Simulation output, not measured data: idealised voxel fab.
process module | voxel tone inversion
cross-section cut | 155 nm wide | cells 5 nm
A cross-section is a grid of square cells, given in bands from the top down. A band is one or more rows of cells.
Each band's line starts with the height of the band's top and of its bottom, in nm. Then come its materials from left to right, each with its width in nm. One material with "throughout" fills the band from edge to edge. "air" is empty space.
Height 0 is the level under which the wafer as received is all one material. The lowest band goes on downwards, as in "0 down".
A width such as "30 to 40" changes by the same amount from each row of cells to the next, from the band's top row to its bottom row.
"no change" after a step means that no cell of the cross-section changed.
closed voids: empty space of 8 cells or more with no open way to the top, each as width x height at its distance from the left edge, in nm
after a step's settings: what the simulator itself notes on the step
overlay nm, on a step with a mask: how far to the right of its planned place the mask lay; to the left if negative
plan
1 op RECEIVE | material Si
2 op CONFORMAL_DEP | material SiN | thk nm 5
3 op DIRECTIONAL_DEP | material polySi | thk nm 25
4 op PATTERN | tone cover | mask id POSTS | material resist | width nm 25 | pitch nm 50 | thk nm 35 | overlay nm 0
5 op DIRECTIONAL_ETCH | etch materials polySi | depth nm 25
6 op STRIP | etch materials resist
7 op FILL_DEP | material lowk | thk nm 5
8 op CMP | height nm 30
9 op STRIP | etch materials polySi
10 op CONFORMAL_DEP | material TiN | thk nm 5
11 op FILL_DEP | material Ru | thk nm 10
12 op CMP | height nm 30
13 op CONFORMAL_DEP | material SiN | thk nm 5
first wafer, as planned
as received, after step 1
  0 down: Si throughout
  closed voids: none
after step 2
  5 to 0: SiN throughout
  below 0: unchanged
after step 3
  30 to 5: polySi throughout
  below 5: unchanged
after step 4
  65 to 30: air 15 | resist 25 | air 25 | resist 25 | air 25 | resist 25 | air 15
  below 30: unchanged
after step 5
  65 to 30: air 15 | resist 25 | air 25 | resist 25 | air 25 | resist 25 | air 15
  30 to 5: air 15 | polySi 25 | air 25 | polySi 25 | air 25 | polySi 25 | air 15
  below 5: unchanged
after step 6
  30 to 5: air 15 | polySi 25 | air 25 | polySi 25 | air 25 | polySi 25 | air 15
  below 5: unchanged
after step 7
  35 to 30: lowk throughout
  30 to 5: lowk 15 | polySi 25 | lowk 25 | polySi 25 | lowk 25 | polySi 25 | lowk 15
  below 5: unchanged
after step 8
  30 to 5: lowk 15 | polySi 25 | lowk 25 | polySi 25 | lowk 25 | polySi 25 | lowk 15
  below 5: unchanged
after step 9
  30 to 5: lowk 15 | air 25 | lowk 25 | air 25 | lowk 25 | air 25 | lowk 15
  below 5: unchanged
after step 10
  35 to 30: TiN 20 | air 15 | TiN 35 | air 15 | TiN 35 | air 15 | TiN 20
  30 to 10: lowk 15 | TiN 5 | air 15 | TiN 5 | lowk 25 | TiN 5 | air 15 | TiN 5 | lowk 25 | TiN 5 | air 15 | TiN 5 | lowk 15
  10 to 5: lowk 15 | TiN 25 | lowk 25 | TiN 25 | lowk 25 | TiN 25 | lowk 15
  below 5: unchanged
after step 11
  45 to 35: Ru throughout
  35 to 30: TiN 20 | Ru 15 | TiN 35 | Ru 15 | TiN 35 | Ru 15 | TiN 20
  30 to 10: lowk 15 | TiN 5 | Ru 15 | TiN 5 | lowk 25 | TiN 5 | Ru 15 | TiN 5 | lowk 25 | TiN 5 | Ru 15 | TiN 5 | lowk 15
  below 10: unchanged
after step 12
  30 to 10: lowk 15 | TiN 5 | Ru 15 | TiN 5 | lowk 25 | TiN 5 | Ru 15 | TiN 5 | lowk 25 | TiN 5 | Ru 15 | TiN 5 | lowk 15
  below 10: unchanged
after step 13
  35 to 30: SiN throughout
  below 30: unchanged
second wafer: like start, like plan, one mistake. Through step 3 it matches the first wafer
when step 4 should have ended
  65 to 30: resist 15 | air 25 | resist 25 | air 25 | resist 25 | air 25 | resist 15
  below 30: unchanged
when step 5 should have ended
  65 to 30: resist 15 | air 25 | resist 25 | air 25 | resist 25 | air 25 | resist 15
  30 to 5: polySi 15 | air 25 | polySi 25 | air 25 | polySi 25 | air 25 | polySi 15
  below 5: unchanged
when step 6 should have ended
  30 to 5: polySi 15 | air 25 | polySi 25 | air 25 | polySi 25 | air 25 | polySi 15
  below 5: unchanged
when step 7 should have ended
  35 to 30: lowk throughout
  30 to 5: polySi 15 | lowk 25 | polySi 25 | lowk 25 | polySi 25 | lowk 25 | polySi 15
  below 5: unchanged
when step 8 should have ended
  30 to 5: polySi 15 | lowk 25 | polySi 25 | lowk 25 | polySi 25 | lowk 25 | polySi 15
  below 5: unchanged
when step 9 should have ended
  30 to 5: air 15 | lowk 25 | air 25 | lowk 25 | air 25 | lowk 25 | air 15
  below 5: unchanged
when step 10 should have ended
  35 to 30: air 10 | TiN 35 | air 15 | TiN 35 | air 15 | TiN 35 | air 10
  30 to 10: air 10 | TiN 5 | lowk 25 | TiN 5 | air 15 | TiN 5 | lowk 25 | TiN 5 | air 15 | TiN 5 | lowk 25 | TiN 5 | air 10
  10 to 5: TiN 15 | lowk 25 | TiN 25 | lowk 25 | TiN 25 | lowk 25 | TiN 15
  below 5: unchanged
when step 11 should have ended
  45 to 35: Ru throughout
  35 to 30: Ru 10 | TiN 35 | Ru 15 | TiN 35 | Ru 15 | TiN 35 | Ru 10
  30 to 10: Ru 10 | TiN 5 | lowk 25 | TiN 5 | Ru 15 | TiN 5 | lowk 25 | TiN 5 | Ru 15 | TiN 5 | lowk 25 | TiN 5 | Ru 10
  below 10: unchanged
when step 12 should have ended
  30 to 10: Ru 10 | TiN 5 | lowk 25 | TiN 5 | Ru 15 | TiN 5 | lowk 25 | TiN 5 | Ru 15 | TiN 5 | lowk 25 | TiN 5 | Ru 10
  below 10: unchanged
when step 13 should have ended
  35 to 30: SiN throughout
  below 30: unchanged
what went wrong: step 4 ran as: op PATTERN | tone open | mask id POSTS | material resist | width nm 25 | pitch nm 50 | thk nm 35 | overlay nm 0
at the end the second wafer has, in cells: 4 more of Ru | 1 more of TiN | 5 fewer of lowk
